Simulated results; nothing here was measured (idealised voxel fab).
This is a process module. Its name is voxel trench capacitor.
For reference, the cross-section in this document is cut, with width 255 nm and square cells of 5 nm.
Just so we're on the same page, the cross-sections are grids of square cells, and they're listed out in bands top to bottom, each band one or more rows deep. Within each band entry, the heights of the top and of the bottom of the band appear first, in that order and in nm; the materials of the band then follow from left to right, each with its corresponding width in nm. The designation "throughout" on a single material indicates that it fills the band from edge to edge; the designation "empty" indicates empty space. A quick word on heights: they are counted from 0, and under that level the wafer as it came to us is one material throughout. The lowest band is different from the rest in having no bottom; it simply continues downward, written as in "0 and below". Width: "30 to 40" (first number = top row, second number = bottom row, same change from row to row of cells). Step marked "same as before"? Then no cell in the cross-section changed in it. The entry titled "Enclosed void listing" provides the empty spaces that have no open way to the top, restricted to those of 8 cells or more. Each is presented as width x height at distance, the distance being measured from the left edge, with all three in nm. Whatever follows a step's settings on its line is a remark the simulator itself makes about that step. overlay nm: mask right of planned place by this much (step with mask). Neg. = left.

**Planned step list for the process**
step 1: RECEIVE | material Si
step 2: CONFORMAL_DEP | material SiN | thk nm 5
step 3: DIRECTIONAL_DEP | material aC | thk nm 15
step 4: PATTERN | tone open | mask id TRENCH | material resist | width nm 20 | pitch nm 45 | thk nm 30 | overlay nm 0
step 5: DIRECTIONAL_ETCH | etch materials aC | depth nm 15
step 6: STRIP | etch materials resist
step 7: DIRECTIONAL_ETCH | etch materials SiN | depth nm 5
step 8: DIRECTIONAL_ETCH | etch materials Si | depth nm 30
step 9: STRIP | etch materials aC
step 10: CONFORMAL_DEP | material Al2O3 | thk nm 5
step 11: FILL_DEP | material polySi | thk nm 5
step 12: CMP | height nm 5

**What follows covers the first of two wafers; it ran as planned**

**Wafer as received: cross-section following step 1**
    0 and below | Si throughout
    Enclosed void listing: none

**So this is the wafer cross-section right after step 2**
    5 down to 0 | SiN throughout
    Below 0, no change.

**So this is the wafer cross-section right after step 3**
    20 down to 5 | aC throughout
    Below 5, no change.

**So this is the wafer cross-section right after step 4**
    50 down to 20 | resist 95 | empty 20 | resist 25 | empty 20 | resist 95
    Below 20, no change.

**So this is the wafer cross-section right after step 5**
    35 down to 20 | resist 95 | empty 20 | resist 25 | empty 20 | resist 95
    20 down to 5 | aC 95 | empty 20 | aC 25 | empty 20 | aC 95
    Below 5, no change.

**So this is the wafer cross-section right after step 6**
    20 down to 5 | aC 95 | empty 20 | aC 25 | empty 20 | aC 95
    Below 5, no change.

**So this is the wafer cross-section right after step 7**
    20 down to 5 | aC 95 | empty 20 | aC 25 | empty 20 | aC 95
    5 down to 0 | SiN 95 | empty 20 | SiN 25 | empty 20 | SiN 95
    Below 0, no change.

**So this is the wafer cross-section right after step 8**
    20 down to 5 | aC 95 | empty 20 | aC 25 | empty 20 | aC 95
    5 down to 0 | SiN 95 | empty 20 | SiN 25 | empty 20 | SiN 95
    0 down to -30 | Si 95 | empty 20 | Si 25 | empty 20 | Si 95
    Below -30, no change.

**So this is the wafer cross-section right after step 9**
    5 down to 0 | SiN 95 | empty 20 | SiN 25 | empty 20 | SiN 95
    Below 0, no change.

**So this is the wafer cross-section right after step 10**
    10 down to 5 | Al2O3 100 | empty 10 | Al2O3 35 | empty 10 | Al2O3 100
    5 down to 0 | SiN 95 | Al2O3 5 | empty 10 | Al2O3 5 | SiN 25 | Al2O3 5 | empty 10 | Al2O3 5 | SiN 95
    0 down to -25 | Si 95 | Al2O3 5 | empty 10 | Al2O3 5 | Si 25 | Al2O3 5 | empty 10 | Al2O3 5 | Si 95
    -25 down to -30 | Si 95 | Al2O3 20 | Si 25 | Al2O3 20 | Si 95
    Below -30, no change.

**So this is the wafer cross-section right after step 11**
    15 down to 10 | polySi throughout
    10 down to 5 | Al2O3 100 | polySi 10 | Al2O3 35 | polySi 10 | Al2O3 100
    5 down to 0 | SiN 95 | Al2O3 5 | polySi 10 | Al2O3 5 | SiN 25 | Al2O3 5 | polySi 10 | Al2O3 5 | SiN 95
    0 down to -25 | Si 95 | Al2O3 5 | polySi 10 | Al2O3 5 | Si 25 | Al2O3 5 | polySi 10 | Al2O3 5 | Si 95
    Below -25, no change.

**So this is the wafer cross-section right after step 12**
    5 down to 0 | SiN 95 | Al2O3 5 | polySi 10 | Al2O3 5 | SiN 25 | Al2O3 5 | polySi 10 | Al2O3 5 | SiN 95
    Below 0, no change.

**Second wafer - shared start and plan with the first - one error in running - same as the first up to step 7 inclusive**

**Second wafer, section view, time point: scheduled end of step 8**
    20 down to 5 | aC 95 | empty 20 | aC 25 | empty 20 | aC 95
    5 down to 0 | SiN 95 | empty 20 | SiN 25 | empty 20 | SiN 95
    0 down to -60 | Si 95 | empty 20 | Si 25 | empty 20 | Si 95
    Below -60, no change.

**Second wafer, section view, time point: scheduled end of step 9**
    5 down to 0 | SiN 95 | empty 20 | SiN 25 | empty 20 | SiN 95
    Below 0, no change.

**Second wafer, section view, time point: scheduled end of step 10**
    10 down to 5 | Al2O3 100 | empty 10 | Al2O3 35 | empty 10 | Al2O3 100
    5 down to 0 | SiN 95 | Al2O3 5 | empty 10 | Al2O3 5 | SiN 25 | Al2O3 5 | empty 10 | Al2O3 5 | SiN 95
    0 down to -55 | Si 95 | Al2O3 5 | empty 10 | Al2O3 5 | Si 25 | Al2O3 5 | empty 10 | Al2O3 5 | Si 95
    -55 down to -60 | Si 95 | Al2O3 20 | Si 25 | Al2O3 20 | Si 95
    Below -60, no change.

**Second wafer, section view, time point: scheduled end of step 11**
    15 down to 10 | polySi throughout
    10 down to 5 | Al2O3 100 | polySi 10 | Al2O3 35 | polySi 10 | Al2O3 100
    5 down to 0 | SiN 95 | Al2O3 5 | polySi 10 | Al2O3 5 | SiN 25 | Al2O3 5 | polySi 10 | Al2O3 5 | SiN 95
    0 down to -55 | Si 95 | Al2O3 5 | polySi 10 | Al2O3 5 | Si 25 | Al2O3 5 | polySi 10 | Al2O3 5 | Si 95
    Below -55, no change.

**Second wafer, section view, time point: scheduled end of step 12**
    5 down to 0 | SiN 95 | Al2O3 5 | polySi 10 | Al2O3 5 | SiN 25 | Al2O3 5 | polySi 10 | Al2O3 5 | SiN 95
    Below 0, no change.
What broke from the plan during processing? twice, step 8 of the plan was run
Final wafer comparison in cells, second versus first, more or fewer per material: +24 Al2O3, -48 Si, +24 polySi
